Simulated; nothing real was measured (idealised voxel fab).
This section sets out a process module, namely voxel transistor to metal.
The width of the displayed cross-section, cut, is 165 nm; its cells are square, with a size of 5 nm.
Just so we're on the same page, the cross-sections are grids of square cells, and they're listed out in bands top to bottom, each band one or more rows deep.
Band entry format. Leading values: height of top, height of bottom, nm. Remainder: materials in left-to-right order, each with its width in nm. Special words: "full width" on a single material, which then fills the band edge to edge; "air", empty space.
Heights from 0 (as-received wafer is one material below). Bottom band endless downward, as "0 down".
Width spec "30 to 40" -> top row of cells at first value, bottom row at second value, equal per-row change in between.
The cross-section has no changed cell in any step marked "no modification".
Enclosed voids (no open way to top), threshold 8 cells or more, entry "Enclosed void list", notation width x height at distance, distance from left edge, nm.
Note: text after step settings on the step line = simulator remark on that step.
overlay nm: how far to the right of its planned place the mask lay on this masked step (negative: to the left).
Note: before/after cross-section pairs follow, one process step per pair, after-side truncated at the lowest changed band, step and settings given beneath. Different runs of this module on the same starting wafer may supply the pairs; a pair continues the one above only where the "Before the process" entry says so.

### Before the process
> 0 down = Si full width
> Enclosed void list: none

### Step Outcome
> 0 to -5 = SiO2 full width
> Heights below -5 show no change.
> Enclosed void list: none
For reference, the processing step occurring between the two cross-sections presented above is as follows: OXIDIZE | depth nm 5

Before the process: Reference is made to the cross-section shown after the step in the pair directly above, which represents the state prior to this step.

### Step Outcome
> 15 to 0 = SiN full width
> Heights below 0 show no change.
> Enclosed void list: none
For reference, the processing step occurring between the two cross-sections presented above is as follows: CONFORMAL_DEP | material SiN | thk nm 15

Before the process: Reference is made to the cross-section shown after the step in the pair directly above, which represents the state prior to this step.

### Step Outcome
> 25 to 15 = aC full width
> Heights below 15 show no change.
> Enclosed void list: none
For reference, the processing step occurring between the two cross-sections presented above is as follows: DIRECTIONAL_DEP | material aC | thk nm 10

Before the process: Reference is made to the cross-section shown after the step in the pair directly above, which represents the state prior to this step.

### Step Outcome
> 50 to 25 = 25 nm air  115 nm resist  25 nm air
> Heights below 25 show no change.
> Enclosed void list: none
For reference, the processing step occurring between the two cross-sections presented above is as follows: PATTERN | tone cover | mask id ACTIVE | material resist | width nm 115 | thk nm 25 | overlay nm 0

Before the process: Reference is made to the cross-section shown after the step in the pair directly above, which represents the state prior to this step.

### Step Outcome
> 40 to 25 = 25 nm air  115 nm resist  25 nm air
> 25 to 15 = 25 nm air  115 nm aC  25 nm air
> Heights below 15 show no change.
> Enclosed void list: none
For reference, the processing step occurring between the two cross-sections presented above is as follows: DIRECTIONAL_ETCH | etch materials aC | depth nm 10

Before the process: Reference is made to the cross-section shown after the step in the pair directly above, which represents the state prior to this step.

### Step Outcome
> 25 to 15 = 25 nm air  115 nm aC  25 nm air
> Heights below 15 show no change.
> Enclosed void list: none
For reference, the processing step occurring between the two cross-sections presented above is as follows: STRIP | etch materials resist

Before the process: Reference is made to the cross-section shown after the step in the pair directly above, which represents the state prior to this step.

### Step Outcome
> 25 to 15 = 25 nm air  115 nm aC  25 nm air
> 15 to 0 = 25 nm air  115 nm SiN  25 nm air
> Heights below 0 show no change.
> Enclosed void list: none
For reference, the processing step occurring between the two cross-sections presented above is as follows: DIRECTIONAL_ETCH | etch materials SiN | depth nm 15

Before the process: Reference is made to the cross-section shown after the step in the pair directly above, which represents the state prior to this step.

### Step Outcome
> 25 to 15 = 25 nm air  115 nm aC  25 nm air
> 15 to 0 = 25 nm air  115 nm SiN  25 nm air
> 0 to -5 = 25 nm air  115 nm SiO2  25 nm air
> Heights below -5 show no change.
> Enclosed void list: none
For reference, the processing step occurring between the two cross-sections presented above is as follows: DIRECTIONAL_ETCH | etch materials SiO2 | depth nm 5

Before the process: Reference is made to the cross-section shown after the step in the pair directly above, which represents the state prior to this step.

### Step Outcome
> 25 to 15 = 25 nm air  115 nm aC  25 nm air
> 15 to 0 = 25 nm air  115 nm SiN  25 nm air
> 0 to -5 = 25 nm air  115 nm SiO2  25 nm air
> -5 to -30 = 25 nm air  115 nm Si  25 nm air
> Heights below -30 show no change.
> Enclosed void list: none
For reference, the processing step occurring between the two cross-sections presented above is as follows: DIRECTIONAL_ETCH | etch materials Si | depth nm 25

Before the process: Reference is made to the cross-section shown after the step in the pair directly above, which represents the state prior to this step.

### Step Outcome
> 15 to 0 = 25 nm air  115 nm SiN  25 nm air
> Heights below 0 show no change.
> Enclosed void list: none
For reference, the processing step occurring between the two cross-sections presented above is as follows: STRIP | etch materials aC

Before the process: Reference is made to the cross-section shown after the step in the pair directly above, which represents the state prior to this step.

### Step Outcome
> 15 to 0 = 25 nm air  115 nm SiN  25 nm air
> 0 to -5 = 25 nm air  115 nm SiO2  25 nm air
> -5 to -30 = 25 nm air  5 nm SiO2  105 nm Si  5 nm SiO2  25 nm air
> -30 to -35 = 30 nm SiO2  105 nm Si  30 nm SiO2
> Heights below -35 show no change.
> Enclosed void list: none
For reference, the processing step occurring between the two cross-sections presented above is as follows: OXIDIZE | depth nm 5

Before the process: Reference is made to the cross-section shown after the step in the pair directly above, which represents the state prior to this step.

### Step Outcome
> 30 to 15 = SiO2 full width
> 15 to 0 = 25 nm SiO2  115 nm SiN  25 nm SiO2
> 0 to -5 = SiO2 full width
> -5 to -35 = 30 nm SiO2  105 nm Si  30 nm SiO2
> Heights below -35 show no change.
> Enclosed void list: none
For reference, the processing step occurring between the two cross-sections presented above is as follows: FILL_DEP | material SiO2 | thk nm 15

Before the process: Reference is made to the cross-section shown after the step in the pair directly above, which represents the state prior to this step.

### Step Outcome
> 15 to 0 = 25 nm SiO2  115 nm SiN  25 nm SiO2
> Heights below 0 show no change.
> Enclosed void list: none
For reference, the processing step occurring between the two cross-sections presented above is as follows: CMP | height nm 15

Before the process: Reference is made to the cross-section shown after the step in the pair directly above, which represents the state prior to this step.

### Step Outcome
> 15 to 10 = 25 nm air  115 nm SiN  25 nm air
> Heights below 10 show no change.
> Enclosed void list: none
For reference, the processing step occurring between the two cross-sections presented above is as follows: SELECTIVE_ETCH | etch materials SiO2 | depth nm 5

Before the process: Reference is made to the cross-section shown after the step in the pair directly above, which represents the state prior to this step.

### Step Outcome
> 10 to 0 = 25 nm SiO2  115 nm air  25 nm SiO2
> Heights below 0 show no change.
> Enclosed void list: none
For reference, the processing step occurring between the two cross-sections presented above is as follows: STRIP | etch materials SiN

Before the process: Reference is made to the cross-section shown after the step in the pair directly above, which represents the state prior to this step.

### Step Outcome
> 5 to -5 = 20 nm SiO2  125 nm air  20 nm SiO2
> Heights below -5 show no change.
> Enclosed void list: none
For reference, the processing step occurring between the two cross-sections presented above is as follows: SELECTIVE_ETCH | etch materials SiO2 | depth nm 5

Before the process: Reference is made to the cross-section shown after the step in the pair directly above, which represents the state prior to this step.

### Step Outcome
> 5 to -5 = 20 nm SiO2  125 nm air  20 nm SiO2
> -5 to -10 = SiO2 full width
> Heights below -10 show no change.
> Enclosed void list: none
For reference, the processing step occurring between the two cross-sections presented above is as follows: OXIDIZE | depth nm 5

Before the process: Reference is made to the cross-section shown after the step in the pair directly above, which represents the state prior to this step.

### Step Outcome
> 30 to 20 = 20 nm polySi  125 nm air  20 nm polySi
> 20 to 5 = polySi full width
> 5 to -5 = 20 nm SiO2  125 nm polySi  20 nm SiO2
> Heights below -5 show no change.
> Enclosed void list: none
For reference, the processing step occurring between the two cross-sections presented above is as follows: DIRECTIONAL_DEP | material polySi | thk nm 25

Before the process: Reference is made to the cross-section shown after the step in the pair directly above, which represents the state prior to this step.

### Step Outcome
> 45 to 35 = 20 nm SiCN  125 nm air  20 nm SiCN
> 35 to 30 = SiCN full width
> 30 to 20 = 20 nm polySi  125 nm SiCN  20 nm polySi
> Heights below 20 show no change.
> Enclosed void list: none
For reference, the processing step occurring between the two cross-sections presented above is as follows: DIRECTIONAL_DEP | material SiCN | thk nm 15

Before the process: Reference is made to the cross-section shown after the step in the pair directly above, which represents the state prior to this step.

### Step Outcome
> 65 to 45 = 65 nm air  35 nm resist  65 nm air
> 45 to 35 = 20 nm SiCN  45 nm air  35 nm resist  45 nm air  20 nm SiCN
> Heights below 35 show no change.
> Enclosed void list: none
For reference, the processing step occurring between the two cross-sections presented above is as follows: PATTERN | tone cover | mask id GATE | material resist | width nm 35 | thk nm 20 | overlay nm 0

Before the process: Reference is made to the cross-section shown after the step in the pair directly above, which represents the state prior to this step.

### Step Outcome
> 65 to 35 = 65 nm air  35 nm resist  65 nm air
> 35 to 30 = 65 nm air  35 nm SiCN  65 nm air
> 30 to 20 = 20 nm polySi  45 nm air  35 nm SiCN  45 nm air  20 nm polySi
> Heights below 20 show no change.
> Enclosed void list: none
For reference, the processing step occurring between the two cross-sections presented above is as follows: DIRECTIONAL_ETCH | etch materials SiCN | depth nm 25

Before the process: Reference is made to the cross-section shown after the step in the pair directly above, which represents the state prior to this step.

### Step Outcome
> 65 to 35 = 65 nm air  35 nm resist  65 nm air
> 35 to 20 = 65 nm air  35 nm SiCN  65 nm air
> 20 to 5 = 65 nm air  35 nm polySi  65 nm air
> 5 to -5 = 20 nm SiO2  45 nm air  35 nm polySi  45 nm air  20 nm SiO2
> Heights below -5 show no change.
> Enclosed void list: none
For reference, the processing step occurring between the two cross-sections presented above is as follows: DIRECTIONAL_ETCH | etch materials polySi | depth nm 35

Before the process: Reference is made to the cross-section shown after the step in the pair directly above, which represents the state prior to this step.

### Step Outcome
> 35 to 20 = 65 nm air  35 nm SiCN  65 nm air
> Heights below 20 show no change.
> Enclosed void list: none
For reference, the processing step occurring between the two cross-sections presented above is as follows: STRIP | etch materials resist

Before the process: Reference is made to the cross-section shown after the step in the pair directly above, which represents the state prior to this step.

### Step Outcome
> 40 to 35 = 60 nm air  45 nm SiN  60 nm air
> 35 to 20 = 60 nm air  5 nm SiN  35 nm SiCN  5 nm SiN  60 nm air
> 20 to 10 = 60 nm air  5 nm SiN  35 nm polySi  5 nm SiN  60 nm air
> 10 to 5 = 25 nm SiN  35 nm air  5 nm SiN  35 nm polySi  5 nm SiN  35 nm air  25 nm SiN
> 5 to 0 = 20 nm SiO2  5 nm SiN  35 nm air  5 nm SiN  35 nm polySi  5 nm SiN  35 nm air  5 nm SiN  20 nm SiO2
> 0 to -5 = 20 nm SiO2  45 nm SiN  35 nm polySi  45 nm SiN  20 nm SiO2
> Heights below -5 show no change.
> Enclosed void list: none
For reference, the processing step occurring between the two cross-sections presented above is as follows: CONFORMAL_DEP | material SiN | thk nm 5

Before the process: Reference is made to the cross-section shown after the step in the pair directly above, which represents the state prior to this step.

### Step Outcome
> 35 to 20 = 60 nm air  5 nm SiN  35 nm SiCN  5 nm SiN  60 nm air
> 20 to 5 = 60 nm air  5 nm SiN  35 nm polySi  5 nm SiN  60 nm air
> 5 to -5 = 20 nm SiO2  5 nm SiN  35 nm air  5 nm SiN  35 nm polySi  5 nm SiN  35 nm air  5 nm SiN  20 nm SiO2
> Heights below -5 show no change.
> Enclosed void list: none
For reference, the processing step occurring between the two cross-sections presented above is as follows: DIRECTIONAL_ETCH | etch materials SiN | depth nm 5

Before the process: Reference is made to the cross-section shown after the step in the pair directly above, which represents the state prior to this step.

### Step Outcome
> 35 to 20 = 60 nm air  5 nm SiN  35 nm SiCN  5 nm SiN  60 nm air
> 20 to 5 = 60 nm air  5 nm SiN  35 nm polySi  5 nm SiN  60 nm air
> 5 to 0 = 20 nm air  5 nm SiN  35 nm air  5 nm SiN  35 nm polySi  5 nm SiN  35 nm air  5 nm SiN  20 nm air
> 0 to -5 = 20 nm SiO2  5 nm SiN  35 nm air  5 nm SiN  35 nm polySi  5 nm SiN  35 nm air  5 nm SiN  20 nm SiO2
> -5 to -10 = 25 nm SiO2  35 nm air  45 nm SiO2  35 nm air  25 nm SiO2
> Heights below -10 show no change.
> Enclosed void list: none
For reference, the processing step occurring between the two cross-sections presented above is as follows: DIRECTIONAL_ETCH | etch materials SiO2 | depth nm 5

Before the process: Reference is made to the cross-section shown after the step in the pair directly above, which represents the state prior to this step.

### Step Outcome
> 35 to 20 = 60 nm air  5 nm SiN  35 nm SiCN  5 nm SiN  60 nm air
> 20 to 5 = 60 nm air  5 nm SiN  35 nm polySi  5 nm SiN  60 nm air
> 5 to 0 = 20 nm air  5 nm SiN  35 nm air  5 nm SiN  35 nm polySi  5 nm SiN  35 nm air  5 nm SiN  20 nm air
> 0 to -5 = 20 nm SiO2  5 nm SiN  35 nm air  5 nm SiN  35 nm polySi  5 nm SiN  35 nm air  5 nm SiN  20 nm SiO2
> -5 to -10 = 25 nm SiO2  35 nm air  45 nm SiO2  35 nm air  25 nm SiO2
> -10 to -25 = 30 nm SiO2  30 nm air  45 nm Si  30 nm air  30 nm SiO2
> Heights below -25 show no change.
> Enclosed void list: none
For reference, the processing step occurring between the two cross-sections presented above is as follows: DIRECTIONAL_ETCH | etch materials Si | depth nm 15

Before the process: Reference is made to the cross-section shown after the step in the pair directly above, which represents the state prior to this step.

### Step Outcome
> 35 to 20 = 60 nm air  5 nm SiN  35 nm SiCN  5 nm SiN  60 nm air
> 20 to 5 = 60 nm air  5 nm SiN  35 nm polySi  5 nm SiN  60 nm air
> 5 to 0 = 20 nm air  5 nm SiN  20 nm air  15 nm pSi  5 nm SiN  35 nm polySi  5 nm SiN  15 nm pSi  20 nm air  5 nm SiN  20 nm air
> 0 to -5 = 20 nm SiO2  5 nm SiN  20 nm air  15 nm pSi  5 nm SiN  35 nm polySi  5 nm SiN  15 nm pSi  20 nm air  5 nm SiN  20 nm SiO2
> -5 to -10 = 25 nm SiO2  20 nm air  15 nm pSi  45 nm SiO2  15 nm pSi  20 nm air  25 nm SiO2
> -10 to -25 = 30 nm SiO2  30 nm pSi  45 nm Si  30 nm pSi  30 nm SiO2
> Heights below -25 show no change.
> Enclosed void list: none
For reference, the processing step occurring between the two cross-sections presented above is as follows: EPI | material pSi | thk nm 15

Before the process: Reference is made to the cross-section shown after the step in the pair directly above, which represents the state prior to this step.

### Step Outcome
> 45 to 35 = SiO2 full width
> 35 to 20 = 60 nm SiO2  5 nm SiN  35 nm SiCN  5 nm SiN  60 nm SiO2
> 20 to 5 = 60 nm SiO2  5 nm SiN  35 nm polySi  5 nm SiN  60 nm SiO2
> 5 to -5 = 20 nm SiO2  5 nm SiN  20 nm SiO2  15 nm pSi  5 nm SiN  35 nm polySi  5 nm SiN  15 nm pSi  20 nm SiO2  5 nm SiN  20 nm SiO2
> -5 to -10 = 45 nm SiO2  15 nm pSi  45 nm SiO2  15 nm pSi  45 nm SiO2
> Heights below -10 show no change.
> Enclosed void list: none
For reference, the processing step occurring between the two cross-sections presented above is as follows: FILL_DEP | material SiO2 | thk nm 10

Before the process: Reference is made to the cross-section shown after the step in the pair directly above, which represents the state prior to this step.

### Step Outcome
> 20 to 5 = 60 nm SiO2  5 nm SiN  35 nm polySi  5 nm SiN  60 nm SiO2
> Heights below 5 show no change.
> Enclosed void list: none
For reference, the processing step occurring between the two cross-sections presented above is as follows: CMP | height nm 20

Before the process: Reference is made to the cross-section shown after the step in the pair directly above, which represents the state prior to this step.

### Step Outcome
> 20 to 5 = 60 nm SiO2  5 nm SiN  35 nm air  5 nm SiN  60 nm SiO2
> 5 to -5 = 20 nm SiO2  5 nm SiN  20 nm SiO2  15 nm pSi  5 nm SiN  35 nm air  5 nm SiN  15 nm pSi  20 nm SiO2  5 nm SiN  20 nm SiO2
> Heights below -5 show no change.
> Enclosed void list: none
For reference, the processing step occurring between the two cross-sections presented above is as follows: STRIP | etch materials polySi

Before the process: Reference is made to the cross-section shown after the step in the pair directly above, which represents the state prior to this step.

### Step Outcome
> 20 to 15 = 60 nm air  5 nm SiN  35 nm air  5 nm SiN  60 nm air
> 15 to 5 = 60 nm SiO2  5 nm SiN  35 nm air  5 nm SiN  60 nm SiO2
> 5 to -5 = 20 nm SiO2  5 nm SiN  20 nm SiO2  15 nm pSi  5 nm SiN  35 nm air  5 nm SiN  15 nm pSi  20 nm SiO2  5 nm SiN  20 nm SiO2
> -5 to -10 = 45 nm SiO2  15 nm pSi  45 nm air  15 nm pSi  45 nm SiO2
> Heights below -10 show no change.
> Enclosed void list: none
For reference, the processing step occurring between the two cross-sections presented above is as follows: SELECTIVE_ETCH | etch materials SiO2 | depth nm 5

Before the process: Reference is made to the cross-section shown after the step in the pair directly above, which represents the state prior to this step.

### Step Outcome
> 25 to 20 = 55 nm air  15 nm HfO2  25 nm air  15 nm HfO2  55 nm air
> 20 to 15 = 60 nm HfO2  5 nm SiN  5 nm HfO2  25 nm air  5 nm HfO2  5 nm SiN  60 nm HfO2
> 15 to 5 = 60 nm SiO2  5 nm SiN  5 nm HfO2  25 nm air  5 nm HfO2  5 nm SiN  60 nm SiO2
> 5 to -5 = 20 nm SiO2  5 nm SiN  20 nm SiO2  15 nm pSi  5 nm SiN  5 nm HfO2  25 nm air  5 nm HfO2  5 nm SiN  15 nm pSi  20 nm SiO2  5 nm SiN  20 nm SiO2
> -5 to -10 = 45 nm SiO2  15 nm pSi  45 nm HfO2  15 nm pSi  45 nm SiO2
> Heights below -10 show no change.
> Enclosed void list: none
For reference, the processing step occurring between the two cross-sections presented above is as follows: CONFORMAL_DEP | material HfO2 | thk nm 5

Before the process: Reference is made to the cross-section shown after the step in the pair directly above, which represents the state prior to this step.

### Step Outcome
> 30 to 25 = 50 nm air  25 nm TiN  15 nm air  25 nm TiN  50 nm air
> 25 to 20 = 55 nm TiN  15 nm HfO2  5 nm TiN  15 nm air  5 nm TiN  15 nm HfO2  55 nm TiN
> 20 to 15 = 60 nm HfO2  5 nm SiN  5 nm HfO2  5 nm TiN  15 nm air  5 nm TiN  5 nm HfO2  5 nm SiN  60 nm HfO2
> 15 to 5 = 60 nm SiO2  5 nm SiN  5 nm HfO2  5 nm TiN  15 nm air  5 nm TiN  5 nm HfO2  5 nm SiN  60 nm SiO2
> 5 to 0 = 20 nm SiO2  5 nm SiN  20 nm SiO2  15 nm pSi  5 nm SiN  5 nm HfO2  5 nm TiN  15 nm air  5 nm TiN  5 nm HfO2  5 nm SiN  15 nm pSi  20 nm SiO2  5 nm SiN  20 nm SiO2
> 0 to -5 = 20 nm SiO2  5 nm SiN  20 nm SiO2  15 nm pSi  5 nm SiN  5 nm HfO2  25 nm TiN  5 nm HfO2  5 nm SiN  15 nm pSi  20 nm SiO2  5 nm SiN  20 nm SiO2
> Heights below -5 show no change.
> Enclosed void list: none
For reference, the processing step occurring between the two cross-sections presented above is as follows: CONFORMAL_DEP | material TiN | thk nm 5

Before the process: Reference is made to the cross-section shown after the step in the pair directly above, which represents the state prior to this step.

### Step Outcome
> 35 to 30 = W full width
> 30 to 25 = 50 nm W  25 nm TiN  15 nm W  25 nm TiN  50 nm W
> 25 to 20 = 55 nm TiN  15 nm HfO2  5 nm TiN  15 nm W  5 nm TiN  15 nm HfO2  55 nm TiN
> 20 to 15 = 60 nm HfO2  5 nm SiN  5 nm HfO2  5 nm TiN  15 nm W  5 nm TiN  5 nm HfO2  5 nm SiN  60 nm HfO2
> 15 to 5 = 60 nm SiO2  5 nm SiN  5 nm HfO2  5 nm TiN  15 nm W  5 nm TiN  5 nm HfO2  5 nm SiN  60 nm SiO2
> 5 to 0 = 20 nm SiO2  5 nm SiN  20 nm SiO2  15 nm pSi  5 nm SiN  5 nm HfO2  5 nm TiN  15 nm W  5 nm TiN  5 nm HfO2  5 nm SiN  15 nm pSi  20 nm SiO2  5 nm SiN  20 nm SiO2
> Heights below 0 show no change.
> Enclosed void list: none
For reference, the processing step occurring between the two cross-sections presented above is as follows: FILL_DEP | material W | thk nm 5

Before the process: Reference is made to the cross-section shown after the step in the pair directly above, which represents the state prior to this step.

### Step Outcome
> 15 to 5 = 60 nm SiO2  5 nm SiN  5 nm HfO2  5 nm TiN  15 nm W  5 nm TiN  5 nm HfO2  5 nm SiN  60 nm SiO2
> Heights below 5 show no change.
> Enclosed void list: none
For reference, the processing step occurring between the two cross-sections presented above is as follows: CMP | height nm 15

Before the process: Reference is made to the cross-section shown after the step in the pair directly above, which represents the state prior to this step.

### Step Outcome
> 30 to 15 = SiO2 full width
> Heights below 15 show no change.
> Enclosed void list: none
For reference, the processing step occurring between the two cross-sections presented above is as follows: DIRECTIONAL_DEP | material SiO2 | thk nm 15

Before the process: Reference is made to the cross-section shown after the step in the pair directly above, which represents the state prior to this step.

### Step Outcome
> 45 to 30 = aC full width
> Heights below 30 show no change.
> Enclosed void list: none
For reference, the processing step occurring between the two cross-sections presented above is as follows: DIRECTIONAL_DEP | material aC | thk nm 15

Before the process: Reference is made to the cross-section shown after the step in the pair directly above, which represents the state prior to this step.

### Step Outcome
> 80 to 45 = 35 nm resist  15 nm air  65 nm resist  15 nm air  35 nm resist
> Heights below 45 show no change.
> Enclosed void list: none
For reference, the processing step occurring between the two cross-sections presented above is as follows: PATTERN | tone open | mask id CONTACT | material resist | width nm 15 | pitch nm 80 | thk nm 35 | overlay nm 0

Before the process: Reference is made to the cross-section shown after the step in the pair directly above, which represents the state prior to this step.

### Step Outcome
> 65 to 45 = 35 nm resist  15 nm air  65 nm resist  15 nm air  35 nm resist
> 45 to 30 = 35 nm aC  15 nm air  65 nm aC  15 nm air  35 nm aC
> Heights below 30 show no change.
> Enclosed void list: none
For reference, the processing step occurring between the two cross-sections presented above is as follows: DIRECTIONAL_ETCH | etch materials aC | depth nm 15

Before the process: Reference is made to the cross-section shown after the step in the pair directly above, which represents the state prior to this step.

### Step Outcome
> 45 to 30 = 35 nm aC  15 nm air  65 nm aC  15 nm air  35 nm aC
> Heights below 30 show no change.
> Enclosed void list: none
For reference, the processing step occurring between the two cross-sections presented above is as follows: STRIP | etch materials resist

Before the process: Reference is made to the cross-section shown after the step in the pair directly above, which represents the state prior to this step.

### Step Outcome
> 45 to 30 = 35 nm aC  15 nm air  65 nm aC  15 nm air  35 nm aC
> 30 to 15 = 35 nm SiO2  15 nm air  65 nm SiO2  15 nm air  35 nm SiO2
> 15 to 5 = 35 nm SiO2  15 nm air  10 nm SiO2  5 nm SiN  5 nm HfO2  5 nm TiN  15 nm W  5 nm TiN  5 nm HfO2  5 nm SiN  10 nm SiO2  15 nm air  35 nm SiO2
> 5 to 0 = 20 nm SiO2  5 nm SiN  10 nm SiO2  10 nm air  15 nm pSi  5 nm SiN  5 nm HfO2  5 nm TiN  15 nm W  5 nm TiN  5 nm HfO2  5 nm SiN  15 nm pSi  10 nm air  10 nm SiO2  5 nm SiN  20 nm SiO2
> 0 to -5 = 20 nm SiO2  5 nm SiN  10 nm SiO2  10 nm air  15 nm pSi  5 nm SiN  5 nm HfO2  25 nm TiN  5 nm HfO2  5 nm SiN  15 nm pSi  10 nm air  10 nm SiO2  5 nm SiN  20 nm SiO2
> -5 to -10 = 35 nm SiO2  10 nm air  15 nm pSi  45 nm HfO2  15 nm pSi  10 nm air  35 nm SiO2
> Heights below -10 show no change.
> Enclosed void list: none
For reference, the processing step occurring between the two cross-sections presented above is as follows: DIRECTIONAL_ETCH | etch materials SiO2 | depth nm 40

Before the process: Reference is made to the cross-section shown after the step in the pair directly above, which represents the state prior to this step.

### Step Outcome
> 30 to 15 = 35 nm SiO2  15 nm air  65 nm SiO2  15 nm air  35 nm SiO2
> Heights below 15 show no change.
> Enclosed void list: none
For reference, the processing step occurring between the two cross-sections presented above is as follows: STRIP | etch materials aC

Before the process: Reference is made to the cross-section shown after the step in the pair directly above, which represents the state prior to this step.

### Step Outcome
> 35 to 30 = 40 nm TiN  5 nm air  75 nm TiN  5 nm air  40 nm TiN
> 30 to 15 = 35 nm SiO2  5 nm TiN  5 nm air  5 nm TiN  65 nm SiO2  5 nm TiN  5 nm air  5 nm TiN  35 nm SiO2
> 15 to 10 = 35 nm SiO2  5 nm TiN  5 nm air  5 nm TiN  10 nm SiO2  5 nm SiN  5 nm HfO2  5 nm TiN  15 nm W  5 nm TiN  5 nm HfO2  5 nm SiN  10 nm SiO2  5 nm TiN  5 nm air  5 nm TiN  35 nm SiO2
> 10 to 5 = 35 nm SiO2  15 nm TiN  10 nm SiO2  5 nm SiN  5 nm HfO2  5 nm TiN  15 nm W  5 nm TiN  5 nm HfO2  5 nm SiN  10 nm SiO2  15 nm TiN  35 nm SiO2
> 5 to 0 = 20 nm SiO2  5 nm SiN  10 nm SiO2  10 nm TiN  15 nm pSi  5 nm SiN  5 nm HfO2  5 nm TiN  15 nm W  5 nm TiN  5 nm HfO2  5 nm SiN  15 nm pSi  10 nm TiN  10 nm SiO2  5 nm SiN  20 nm SiO2
> 0 to -5 = 20 nm SiO2  5 nm SiN  10 nm SiO2  10 nm TiN  15 nm pSi  5 nm SiN  5 nm HfO2  25 nm TiN  5 nm HfO2  5 nm SiN  15 nm pSi  10 nm TiN  10 nm SiO2  5 nm SiN  20 nm SiO2
> -5 to -10 = 35 nm SiO2  10 nm TiN  15 nm pSi  45 nm HfO2  15 nm pSi  10 nm TiN  35 nm SiO2
> Heights below -10 show no change.
> Enclosed void list: none
For reference, the processing step occurring between the two cross-sections presented above is as follows: CONFORMAL_DEP | material TiN | thk nm 5

Before the process: Reference is made to the cross-section shown after the step in the pair directly above, which represents the state prior to this step.

### Step Outcome
> 45 to 35 = W full width
> 35 to 30 = 40 nm TiN  5 nm W  75 nm TiN  5 nm W  40 nm TiN
> 30 to 15 = 35 nm SiO2  5 nm TiN  5 nm W  5 nm TiN  65 nm SiO2  5 nm TiN  5 nm W  5 nm TiN  35 nm SiO2
> 15 to 10 = 35 nm SiO2  5 nm TiN  5 nm W  5 nm TiN  10 nm SiO2  5 nm SiN  5 nm HfO2  5 nm TiN  15 nm W  5 nm TiN  5 nm HfO2  5 nm SiN  10 nm SiO2  5 nm TiN  5 nm W  5 nm TiN  35 nm SiO2
> Heights below 10 show no change.
> Enclosed void list: none
For reference, the processing step occurring between the two cross-sections presented above is as follows: FILL_DEP | material W | thk nm 10

Before the process: Reference is made to the cross-section shown after the step in the pair directly above, which represents the state prior to this step.

### Step Outcome
> 30 to 15 = 35 nm SiO2  5 nm TiN  5 nm W  5 nm TiN  65 nm SiO2  5 nm TiN  5 nm W  5 nm TiN  35 nm SiO2
> Heights below 15 show no change.
> Enclosed void list: none
For reference, the processing step occurring between the two cross-sections presented above is as follows: CMP | height nm 30

Before the process: Reference is made to the cross-section shown after the step in the pair directly above, which represents the state prior to this step.

### Step Outcome
> 35 to 30 = SiCN full width
> Heights below 30 show no change.
> Enclosed void list: none
For reference, the processing step occurring between the two cross-sections presented above is as follows: CONFORMAL_DEP | material SiCN | thk nm 5

Before the process: Reference is made to the cross-section shown after the step in the pair directly above, which represents the state prior to this step.

### Step Outcome
> 55 to 35 = lowk full width
> Heights below 35 show no change.
> Enclosed void list: none
For reference, the processing step occurring between the two cross-sections presented above is as follows: DIRECTIONAL_DEP | material lowk | thk nm 20

Before the process: Reference is made to the cross-section shown after the step in the pair directly above, which represents the state prior to this step.

### Step Outcome
> 70 to 55 = 35 nm resist  15 nm air  65 nm resist  15 nm air  35 nm resist
> Heights below 55 show no change.
> Enclosed void list: none
For reference, the processing step occurring between the two cross-sections presented above is as follows: PATTERN | tone open | mask id METAL_1 | material resist | width nm 15 | pitch nm 80 | thk nm 15 | overlay nm 0

Before the process: Reference is made to the cross-section shown after the step in the pair directly above, which represents the state prior to this step.

### Step Outcome
> 70 to 55 = 35 nm resist  15 nm air  65 nm resist  15 nm air  35 nm resist
> 55 to 35 = 35 nm lowk  15 nm air  65 nm lowk  15 nm air  35 nm lowk
> Heights below 35 show no change.
> Enclosed void list: none
For reference, the processing step occurring between the two cross-sections presented above is as follows: DIRECTIONAL_ETCH | etch materials lowk | depth nm 20

Before the process: Reference is made to the cross-section shown after the step in the pair directly above, which represents the state prior to this step.

### Step Outcome
> 70 to 55 = 35 nm resist  15 nm air  65 nm resist  15 nm air  35 nm resist
> 55 to 35 = 35 nm lowk  15 nm air  65 nm lowk  15 nm air  35 nm lowk
> 35 to 30 = 35 nm SiCN  15 nm air  65 nm SiCN  15 nm air  35 nm SiCN
> Heights below 30 show no change.
> Enclosed void list: none
For reference, the processing step occurring between the two cross-sections presented above is as follows: DIRECTIONAL_ETCH | etch materials SiCN | depth nm 5

Before the process: Reference is made to the cross-section shown after the step in the pair directly above, which represents the state prior to this step.

### Step Outcome
> 55 to 35 = 35 nm lowk  15 nm air  65 nm lowk  15 nm air  35 nm lowk
> Heights below 35 show no change.
> Enclosed void list: none
For reference, the processing step occurring between the two cross-sections presented above is as follows: STRIP | etch materials resist

Before the process: Reference is made to the cross-section shown after the step in the pair directly above, which represents the state prior to this step.

### Step Outcome
> 60 to 55 = 40 nm TiN  5 nm air  75 nm TiN  5 nm air  40 nm TiN
> 55 to 35 = 35 nm lowk  5 nm TiN  5 nm air  5 nm TiN  65 nm lowk  5 nm TiN  5 nm air  5 nm TiN  35 nm lowk
> 35 to 30 = 35 nm SiCN  15 nm TiN  65 nm SiCN  15 nm TiN  35 nm SiCN
> Heights below 30 show no change.
> Enclosed void list: none
For reference, the processing step occurring between the two cross-sections presented above is as follows: CONFORMAL_DEP | material TiN | thk nm 5

Before the process: Reference is made to the cross-section shown after the step in the pair directly above, which represents the state prior to this step.

### Step Outcome
> 65 to 60 = Cu full width
> 60 to 55 = 40 nm TiN  5 nm Cu  75 nm TiN  5 nm Cu  40 nm TiN
> 55 to 35 = 35 nm lowk  5 nm TiN  5 nm Cu  5 nm TiN  65 nm lowk  5 nm TiN  5 nm Cu  5 nm TiN  35 nm lowk
> Heights below 35 show no change.
> Enclosed void list: none
For reference, the processing step occurring between the two cross-sections presented above is as follows: FILL_DEP | material Cu | thk nm 5

Before the process: Reference is made to the cross-section shown after the step in the pair directly above, which represents the state prior to this step.

### Step Outcome
> 55 to 35 = 35 nm lowk  5 nm TiN  5 nm Cu  5 nm TiN  65 nm lowk  5 nm TiN  5 nm Cu  5 nm TiN  35 nm lowk
> Heights below 35 show no change.
> Enclosed void list: none
For reference, the processing step occurring between the two cross-sections presented above is as follows: CMP | height nm 55

Before the process: Reference is made to the cross-section shown after the step in the pair directly above, which represents the state prior to this step.

### Step Outcome
> 60 to 55 = SiCN full width
> Heights below 55 show no change.
> Enclosed void list: none
For reference, the processing step occurring between the two cross-sections presented above is as follows: CONFORMAL_DEP | material SiCN | thk nm 5
